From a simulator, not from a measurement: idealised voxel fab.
process module | voxel gate over fins
cross-section cut | 165 nm wide | cells 5 nm
A cross-section is a grid of square cells, given in bands from the top down. A band is one or more rows of cells.
Each band's line starts with the height of the band's top and of its bottom, in nm. Then come its materials from left to right, each with its width in nm. One material with "throughout" fills the band from edge to edge. "air" is empty space.
Height 0 is the level under which the wafer as received is all one material. The lowest band goes on downwards, as in "0 down".
A width such as "30 to 40" changes by the same amount from each row of cells to the next, from the band's top row to its bottom row.
"no change" after a step means that no cell of the cross-section changed.
closed voids: empty space of 8 cells or more with no open way to the top, each as width x height at its distance from the left edge, in nm
after a step's settings: what the simulator itself notes on the step
overlay nm, on a step with a mask: how far to the right of its planned place the mask lay; to the left if negative
plan
1 op RECEIVE | material Si
2 op CONFORMAL_DEP | material SiN | thk nm 10
3 op MASKED_ETCH | tone cover | mask id FINS | width nm 15 | pitch nm 35 | etch materials SiN | depth nm 10 | overlay nm 0
4 op MASKED_ETCH | tone cover | mask id FINS | width nm 15 | pitch nm 35 | etch materials Si | depth nm 30 | overlay nm 0
5 op OXIDIZE | depth nm 5
6 op FILL_DEP | material SiO2 | thk nm 5
7 op CMP | height nm 10
8 op SELECTIVE_ETCH | etch materials SiO2 | depth nm 20
9 op STRIP | etch materials SiN
10 op CONFORMAL_DEP | material HfO2 | thk nm 5
11 op CONFORMAL_DEP | material TiN | thk nm 5
12 op FILL_DEP | material W | thk nm 10
13 op CMP | height nm 15
14 op CONFORMAL_DEP | material SiN | thk nm 10
as received, after step 1
  0 down: Si throughout
  closed voids: none
a wafer at the end: this start, this plan, one mistake
  25 to 15: SiN throughout
  15 to 10: W throughout
  10 to 0: W 35 | TiN 25 | W 10 | TiN 25 | W 10 | TiN 25 | W 35
  0 to -10: TiN 45 | Si 5 | TiN 30 | Si 5 | TiN 30 | Si 5 | TiN 45
  -10 to -35: SiO2 45 | Si 5 | SiO2 30 | Si 5 | SiO2 30 | Si 5 | SiO2 45
  -35 down: Si throughout
  closed voids: none
what went wrong: step 10 ran as: op CONFORMAL_DEP | material TiN | thk nm 5
